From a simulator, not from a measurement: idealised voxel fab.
Presented below is a process module, voxel air gaps.
Square cells of 5 nm make up the cross-section cut, whose width is 220 nm.
For the purposes of this document, a cross-section shall be understood as a grid of square cells, specified as bands listed in top-to-bottom order, each band consisting of one or more rows of cells.
Read a band's entry like this: the first values are the height of its top and the height of its bottom in nm, and what follows is the sequence of materials from left to right, each with its width in nm. Note that "empty" is empty space, and that a single material marked "full width" reaches across the band from edge to edge.
Height 0 is the level under which the wafer as received is all one material. The lowest band goes on downwards, as in "from 0 down".
Read "30 to 40" as a graded width: first number on top, second number at the bottom, same change between each pair of neighbouring rows.
Where the words "changes: none" appear for a step, the cross-section shows no cell changed by that step; every cell remained as before.
"Tabulated closed voids": sealed empty spaces, 8 cells or more, no open way to top, listed width x height at distance, with distance from the left edge and width, height and distance in nm.
after a step's settings: what the simulator itself notes on the step
If you see "overlay nm" on a step's line and that step has a mask, it's telling you how far right of where it was planned the mask ended up; a negative number means it went left instead.

Below is the list of planned process steps
1) RECEIVE: material Si
2) CONFORMAL_DEP: material SiO2, thk nm 10
3) CONFORMAL_DEP: material SiCN, thk nm 5
4) DIRECTIONAL_DEP: material SiO2, thk nm 30
5) PATTERN: tone open, mask id LINES, material resist, width nm 25, pitch nm 50, thk nm 15, overlay nm 0
6) DIRECTIONAL_ETCH: etch materials SiO2, depth nm 30
7) STRIP: etch materials resist
8) CONFORMAL_DEP: material TiN, thk nm 5
9) FILL_DEP: material Ru, thk nm 5
10) CMP: height nm 45
11) EPI: material Ru, thk nm 10
12) SELECTIVE_ETCH: etch materials SiO2, depth nm 40
13) CONFORMAL_DEP: material SiCN, thk nm 5

First of two wafers, processed according to plan

As-received wafer cross-section (after step 1)
- from 0 down  Si full width
- Tabulated closed voids: none

After step 2, in cross-section
- from 10 to 0  SiO2 full width
- below 0: unchanged

After step 3, in cross-section
- from 15 to 10  SiCN full width
- below 10: unchanged

After step 4, in cross-section
- from 45 to 15  SiO2 full width
- below 15: unchanged

After step 5, in cross-section
- from 60 to 45  resist: 20, then empty: 25, then resist: 25, then empty: 25, then resist: 25, then empty: 25, then resist: 25, then empty: 25, then resist: 25
- below 45: unchanged

After step 6, in cross-section
- from 60 to 45  resist: 20, then empty: 25, then resist: 25, then empty: 25, then resist: 25, then empty: 25, then resist: 25, then empty: 25, then resist: 25
- from 45 to 15  SiO2: 20, then empty: 25, then SiO2: 25, then empty: 25, then SiO2: 25, then empty: 25, then SiO2: 25, then empty: 25, then SiO2: 25
- below 15: unchanged

After step 7, in cross-section
- from 45 to 15  SiO2: 20, then empty: 25, then SiO2: 25, then empty: 25, then SiO2: 25, then empty: 25, then SiO2: 25, then empty: 25, then SiO2: 25
- below 15: unchanged

After step 8, in cross-section
- from 50 to 45  TiN: 25, then empty: 15, then TiN: 35, then empty: 15, then TiN: 35, then empty: 15, then TiN: 35, then empty: 15, then TiN: 30
- from 45 to 20  SiO2: 20, then TiN: 5, then empty: 15, then TiN: 5, then SiO2: 25, then TiN: 5, then empty: 15, then TiN: 5, then SiO2: 25, then TiN: 5, then empty: 15, then TiN: 5, then SiO2: 25, then TiN: 5, then empty: 15, then TiN: 5, then SiO2: 25
- from 20 to 15  SiO2: 20, then TiN: 25, then SiO2: 25, then TiN: 25, then SiO2: 25, then TiN: 25, then SiO2: 25, then TiN: 25, then SiO2: 25
- below 15: unchanged

After step 9, in cross-section
- from 55 to 50  Ru full width
- from 50 to 45  TiN: 25, then Ru: 15, then TiN: 35, then Ru: 15, then TiN: 35, then Ru: 15, then TiN: 35, then Ru: 15, then TiN: 30
- from 45 to 20  SiO2: 20, then TiN: 5, then Ru: 15, then TiN: 5, then SiO2: 25, then TiN: 5, then Ru: 15, then TiN: 5, then SiO2: 25, then TiN: 5, then Ru: 15, then TiN: 5, then SiO2: 25, then TiN: 5, then Ru: 15, then TiN: 5, then SiO2: 25
- below 20: unchanged

After step 10, in cross-section
- from 45 to 20  SiO2: 20, then TiN: 5, then Ru: 15, then TiN: 5, then SiO2: 25, then TiN: 5, then Ru: 15, then TiN: 5, then SiO2: 25, then TiN: 5, then Ru: 15, then TiN: 5, then SiO2: 25, then TiN: 5, then Ru: 15, then TiN: 5, then SiO2: 25
- below 20: unchanged

After step 11, in cross-section
- from 55 to 45  empty: 10, then Ru: 45, then empty: 5, then Ru: 45, then empty: 5, then Ru: 45, then empty: 5, then Ru: 45, then empty: 15
- below 45: unchanged

After step 12, in cross-section
- from 55 to 45  empty: 10, then Ru: 45, then empty: 5, then Ru: 45, then empty: 5, then Ru: 45, then empty: 5, then Ru: 45, then empty: 15
- from 45 to 20  empty: 20, then TiN: 5, then Ru: 15, then TiN: 5, then empty: 25, then TiN: 5, then Ru: 15, then TiN: 5, then empty: 25, then TiN: 5, then Ru: 15, then TiN: 5, then empty: 25, then TiN: 5, then Ru: 15, then TiN: 5, then empty: 25
- from 20 to 15  empty: 20, then TiN: 25, then empty: 25, then TiN: 25, then empty: 25, then TiN: 25, then empty: 25, then TiN: 25, then empty: 25
- below 15: unchanged

After step 13, in cross-section
- from 60 to 55  empty: 5, then SiCN: 205, then empty: 10
- from 55 to 45  empty: 5, then SiCN: 5, then Ru: 45, then SiCN: 5, then Ru: 45, then SiCN: 5, then Ru: 45, then SiCN: 5, then Ru: 45, then SiCN: 5, then empty: 10
- from 45 to 40  empty: 5, then SiCN: 15, then TiN: 5, then Ru: 15, then TiN: 5, then SiCN: 25, then TiN: 5, then Ru: 15, then TiN: 5, then SiCN: 25, then TiN: 5, then Ru: 15, then TiN: 5, then SiCN: 25, then TiN: 5, then Ru: 15, then TiN: 5, then SiCN: 15, then empty: 10
- from 40 to 20  empty: 15, then SiCN: 5, then TiN: 5, then Ru: 15, then TiN: 5, then SiCN: 5, then empty: 15, then SiCN: 5, then TiN: 5, then Ru: 15, then TiN: 5, then SiCN: 5, then empty: 15, then SiCN: 5, then TiN: 5, then Ru: 15, then TiN: 5, then SiCN: 5, then empty: 15, then SiCN: 5, then TiN: 5, then Ru: 15, then TiN: 5, then SiCN: 5, then empty: 20
- from 20 to 15  SiCN: 20, then TiN: 25, then SiCN: 25, then TiN: 25, then SiCN: 25, then TiN: 25, then SiCN: 25, then TiN: 25, then SiCN: 25
- below 15: unchanged
- Tabulated closed voids: 15 x 20 at 50; 15 x 20 at 100; 15 x 20 at 150

Companion wafer, the second of two: same beginning, same intended sequence, one mistake in carrying it out; through step 1 inclusive it tracks the first exactly

What the second wafer looks like in cross-section when step 2 should have wrapped up
- from 5 to 0  SiCN full width
- below 0: unchanged

What the second wafer looks like in cross-section when step 3 should have wrapped up
- from 15 to 5  SiO2 full width
- below 5: unchanged

What the second wafer looks like in cross-section when step 4 should have wrapped up
- from 45 to 5  SiO2 full width
- below 5: unchanged

What the second wafer looks like in cross-section when step 5 should have wrapped up
- from 60 to 45  resist: 20, then empty: 25, then resist: 25, then empty: 25, then resist: 25, then empty: 25, then resist: 25, then empty: 25, then resist: 25
- below 45: unchanged

What the second wafer looks like in cross-section when step 6 should have wrapped up
- from 60 to 45  resist: 20, then empty: 25, then resist: 25, then empty: 25, then resist: 25, then empty: 25, then resist: 25, then empty: 25, then resist: 25
- from 45 to 15  SiO2: 20, then empty: 25, then SiO2: 25, then empty: 25, then SiO2: 25, then empty: 25, then SiO2: 25, then empty: 25, then SiO2: 25
- below 15: unchanged

What the second wafer looks like in cross-section when step 7 should have wrapped up
- from 45 to 15  SiO2: 20, then empty: 25, then SiO2: 25, then empty: 25, then SiO2: 25, then empty: 25, then SiO2: 25, then empty: 25, then SiO2: 25
- below 15: unchanged

What the second wafer looks like in cross-section when step 8 should have wrapped up
- from 50 to 45  TiN: 25, then empty: 15, then TiN: 35, then empty: 15, then TiN: 35, then empty: 15, then TiN: 35, then empty: 15, then TiN: 30
- from 45 to 20  SiO2: 20, then TiN: 5, then empty: 15, then TiN: 5, then SiO2: 25, then TiN: 5, then empty: 15, then TiN: 5, then SiO2: 25, then TiN: 5, then empty: 15, then TiN: 5, then SiO2: 25, then TiN: 5, then empty: 15, then TiN: 5, then SiO2: 25
- from 20 to 15  SiO2: 20, then TiN: 25, then SiO2: 25, then TiN: 25, then SiO2: 25, then TiN: 25, then SiO2: 25, then TiN: 25, then SiO2: 25
- below 15: unchanged

What the second wafer looks like in cross-section when step 9 should have wrapped up
- from 55 to 50  Ru full width
- from 50 to 45  TiN: 25, then Ru: 15, then TiN: 35, then Ru: 15, then TiN: 35, then Ru: 15, then TiN: 35, then Ru: 15, then TiN: 30
- from 45 to 20  SiO2: 20, then TiN: 5, then Ru: 15, then TiN: 5, then SiO2: 25, then TiN: 5, then Ru: 15, then TiN: 5, then SiO2: 25, then TiN: 5, then Ru: 15, then TiN: 5, then SiO2: 25, then TiN: 5, then Ru: 15, then TiN: 5, then SiO2: 25
- below 20: unchanged

What the second wafer looks like in cross-section when step 10 should have wrapped up
- from 45 to 20  SiO2: 20, then TiN: 5, then Ru: 15, then TiN: 5, then SiO2: 25, then TiN: 5, then Ru: 15, then TiN: 5, then SiO2: 25, then TiN: 5, then Ru: 15, then TiN: 5, then SiO2: 25, then TiN: 5, then Ru: 15, then TiN: 5, then SiO2: 25
- below 20: unchanged

What the second wafer looks like in cross-section when step 11 should have wrapped up
- from 55 to 45  empty: 10, then Ru: 45, then empty: 5, then Ru: 45, then empty: 5, then Ru: 45, then empty: 5, then Ru: 45, then empty: 15
- below 45: unchanged

What the second wafer looks like in cross-section when step 12 should have wrapped up
- from 55 to 45  empty: 10, then Ru: 45, then empty: 5, then Ru: 45, then empty: 5, then Ru: 45, then empty: 5, then Ru: 45, then empty: 15
- from 45 to 20  empty: 20, then TiN: 5, then Ru: 15, then TiN: 5, then empty: 25, then TiN: 5, then Ru: 15, then TiN: 5, then empty: 25, then TiN: 5, then Ru: 15, then TiN: 5, then empty: 25, then TiN: 5, then Ru: 15, then TiN: 5, then empty: 25
- from 20 to 15  empty: 20, then TiN: 25, then empty: 25, then TiN: 25, then empty: 25, then TiN: 25, then empty: 25, then TiN: 25, then empty: 25
- from 15 to 5  empty: 30, then SiO2: 5, then empty: 45, then SiO2: 5, then empty: 45, then SiO2: 5, then empty: 45, then SiO2: 5, then empty: 35
- below 5: unchanged

What the second wafer looks like in cross-section when step 13 should have wrapped up
- from 60 to 55  empty: 5, then SiCN: 205, then empty: 10
- from 55 to 45  empty: 5, then SiCN: 5, then Ru: 45, then SiCN: 5, then Ru: 45, then SiCN: 5, then Ru: 45, then SiCN: 5, then Ru: 45, then SiCN: 5, then empty: 10
- from 45 to 40  empty: 5, then SiCN: 15, then TiN: 5, then Ru: 15, then TiN: 5, then SiCN: 25, then TiN: 5, then Ru: 15, then TiN: 5, then SiCN: 25, then TiN: 5, then Ru: 15, then TiN: 5, then SiCN: 25, then TiN: 5, then Ru: 15, then TiN: 5, then SiCN: 15, then empty: 10
- from 40 to 20  empty: 15, then SiCN: 5, then TiN: 5, then Ru: 15, then TiN: 5, then SiCN: 5, then empty: 15, then SiCN: 5, then TiN: 5, then Ru: 15, then TiN: 5, then SiCN: 5, then empty: 15, then SiCN: 5, then TiN: 5, then Ru: 15, then TiN: 5, then SiCN: 5, then empty: 15, then SiCN: 5, then TiN: 5, then Ru: 15, then TiN: 5, then SiCN: 5, then empty: 20
- from 20 to 15  empty: 15, then SiCN: 5, then TiN: 25, then SiCN: 5, then empty: 15, then SiCN: 5, then TiN: 25, then SiCN: 5, then empty: 15, then SiCN: 5, then TiN: 25, then SiCN: 5, then empty: 15, then SiCN: 5, then TiN: 25, then SiCN: 5, then empty: 20
- from 15 to 10  empty: 15, then SiCN: 15, then SiO2: 5, then SiCN: 15, then empty: 15, then SiCN: 15, then SiO2: 5, then SiCN: 15, then empty: 15, then SiCN: 15, then SiO2: 5, then SiCN: 15, then empty: 15, then SiCN: 15, then SiO2: 5, then SiCN: 15, then empty: 20
- from 10 to 5  SiCN: 30, then SiO2: 5, then SiCN: 45, then SiO2: 5, then SiCN: 45, then SiO2: 5, then SiCN: 45, then SiO2: 5, then SiCN: 35
- below 5: unchanged
- Tabulated closed voids: 15 x 30 at 50; 15 x 30 at 100; 15 x 30 at 150
Heads up, the wafer didn't run the way we planned it: steps 2 and 3: order swapped relative to plan
Bottom line after processing is that, in cells, the second wafer is up or down on some materials versus the first: 48 more of SiCN; 80 fewer of SiO2
